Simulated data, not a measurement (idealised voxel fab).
This is a process module. Its name is voxel self aligned contacts.
The cross-section shown here is cut; it is 235 nm wide and divided into square cells measuring 5 nm on a side.
Cross-section format: a grid of square cells, given as bands from top to bottom; each band is one or more rows of cells.
Per band: top height and bottom height in nm, followed by the left-to-right materials and their widths in nm; "edge to edge" marks a single material spanning edge to edge, "blank" marks empty space.
Where do heights start? At 0: under that level the wafer as delivered is made of one material only. And the lowest band has no floor; it just carries on downward, as in "z 0 and below".
A two-number width, for instance "30->40", indicates that the width is equal to the first number in the top row of the band and to the second number in the bottom row, and that it changes by a constant amount per row of cells.
"nothing altered" for a step: no cell of the cross-section changed in that step.
In the "Voids, fully enclosed" entry, you get each enclosed empty space of 8 cells or more, one with no open way to the top, written width x height at distance, distance from the left edge, in nm.
Formally, on a step line, whatever follows the settings is a remark that the simulator itself makes on the step.
overlay nm: where the mask lay relative to plan, measured to the right, on steps with a mask; negatives go left.

# Planned step list for the process
1: RECEIVE, material Si
2: OXIDIZE, depth nm 5
3: DIRECTIONAL_DEP, material polySi, thk nm 25
4: DIRECTIONAL_DEP, material SiN, thk nm 15
5: PATTERN, tone cover, mask id GATE, material resist, width nm 25, pitch nm 60, thk nm 15, overlay nm 0
6: DIRECTIONAL_ETCH, etch materials SiN, depth nm 15
7: DIRECTIONAL_ETCH, etch materials polySi, depth nm 25
8: STRIP, etch materials resist
9: CONFORMAL_DEP, material SiN, thk nm 5
10: DIRECTIONAL_ETCH, etch materials SiN, depth nm 5
11: FILL_DEP, material SiO2, thk nm 15
12: CMP, height nm 50
13: MASKED_ETCH, tone open, mask id CONTACT, width nm 45, etch materials SiO2, depth nm 55, overlay nm 0
14: CONFORMAL_DEP, material TiN, thk nm 5
15: FILL_DEP, material Ru, thk nm 10
16: CMP, height nm 50
17: CONFORMAL_DEP, material SiN, thk nm 5

# Cross-section of the wafer as it came to us, i.e., already through step 1
	z 0 and below = Si edge to edge
	Voids, fully enclosed: none

# Cross-section, first of two wafers, end of module, run as planned
	z 55 to 50 = SiN edge to edge
	z 50 to 40 = SiO2=95, TiN=5->15, Ru=35->15, TiN=5->15, SiO2=95
	z 40 to 25 = SiO2=70, SiN=35, TiN=5, Ru=15, TiN=5, SiN=35, SiO2=70
	z 25 to 0 = SiO2=70, SiN=5, polySi=25, SiN=5, TiN=5, Ru=15, TiN=5, SiN=5, polySi=25, SiN=5, SiO2=70
	z 0 to -5 = SiO2=105, TiN=25, SiO2=105
	z -5 and below = Si edge to edge
	Voids, fully enclosed: none

# Second wafer cross-section at end of module - shared start and plan with the first, one mistake in the run
	z 70 to 65 = SiN edge to edge
	z 65 to 55 = Ru edge to edge
	z 55 to 50 = TiN=100, Ru=35, TiN=100
	z 50 to 40 = SiO2=95, TiN=5->15, Ru=35->15, TiN=5->15, SiO2=95
	z 40 to 25 = SiO2=70, SiN=35, TiN=5, Ru=15, TiN=5, SiN=35, SiO2=70
	z 25 to 0 = SiO2=70, SiN=5, polySi=25, SiN=5, TiN=5, Ru=15, TiN=5, SiN=5, polySi=25, SiN=5, SiO2=70
	z 0 to -5 = SiO2=105, TiN=25, SiO2=105
	z -5 and below = Si edge to edge
	Voids, fully enclosed: none
What was done differently from what was planned? step 16 of the plan was excluded from execution and never run
End check, counted in cells, second wafer has more or fewer of these materials than the first: 101 more of Ru; 40 more of TiN
